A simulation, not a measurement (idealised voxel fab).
process module | voxel fin reveal
cross-section cut | 270 nm wide | cells 5 nm
A cross-section is a grid of square cells, given in bands from the top down. A band is one or more rows of cells.
Each band's line starts with the height of the band's top and of its bottom, in nm. Then come its materials from left to right, each with its width in nm. One material with "throughout" fills the band from edge to edge. "air" is empty space.
Height 0 is the level under which the wafer as received is all one material. The lowest band goes on downwards, as in "0 down".
A width such as "30 to 40" changes by the same amount from each row of cells to the next, from the band's top row to its bottom row.
"no change" after a step means that no cell of the cross-section changed.
closed voids: empty space of 8 cells or more with no open way to the top, each as width x height at its distance from the left edge, in nm
after a step's settings: what the simulator itself notes on the step
overlay nm, on a step with a mask: how far to the right of its planned place the mask lay; to the left if negative
plan
1 op RECEIVE | material Si
2 op CONFORMAL_DEP | material SiN | thk nm 5
3 op MASKED_ETCH | tone cover | mask id FINS | width nm 15 | pitch nm 40 | etch materials SiN | depth nm 5 | overlay nm 0
4 op MASKED_ETCH | tone cover | mask id FINS | width nm 15 | pitch nm 40 | etch materials Si | depth nm 40 | overlay nm 0
5 op OXIDIZE | depth nm 5
6 op FILL_DEP | material SiO2 | thk nm 10
7 op CMP | height nm 5
8 op SELECTIVE_ETCH | etch materials SiO2 | depth nm 20
9 op STRIP | etch materials SiN
10 op CONFORMAL_DEP | material HfO2 | thk nm 5
as received, after step 1
  0 down: Si throughout
  closed voids: none
first wafer at the end, as planned
  5 to 0: air 85 | HfO2 15 | air 25 | HfO2 15 | air 25 | HfO2 15 | air 90
  0 to -10: air 85 | HfO2 5 | Si 5 | HfO2 5 | air 25 | HfO2 5 | Si 5 | HfO2 5 | air 25 | HfO2 5 | Si 5 | HfO2 5 | air 90
  -10 to -15: HfO2 90 | Si 5 | HfO2 35 | Si 5 | HfO2 35 | Si 5 | HfO2 95
  -15 to -45: SiO2 90 | Si 5 | SiO2 35 | Si 5 | SiO2 35 | Si 5 | SiO2 95
  -45 down: Si throughout
  closed voids: none
second wafer at the end: like start, like plan, one mistake
  5 to 0: HfO2 85 | air 15 | HfO2 25 | air 15 | HfO2 25 | air 15 | HfO2 90
  0 to -5: Si 80 | HfO2 25 | Si 15 | HfO2 25 | Si 15 | HfO2 25 | Si 85
  -5 down: Si throughout
  closed voids: none
what went wrong: step 3 ran as: op MASKED_ETCH | tone open | mask id FINS | width nm 15 | pitch nm 40 | etch materials SiN | depth nm 5 | overlay nm 0
at the end the second wafer has, in cells: 12 fewer of HfO2 | 444 more of Si | 306 fewer of SiO2
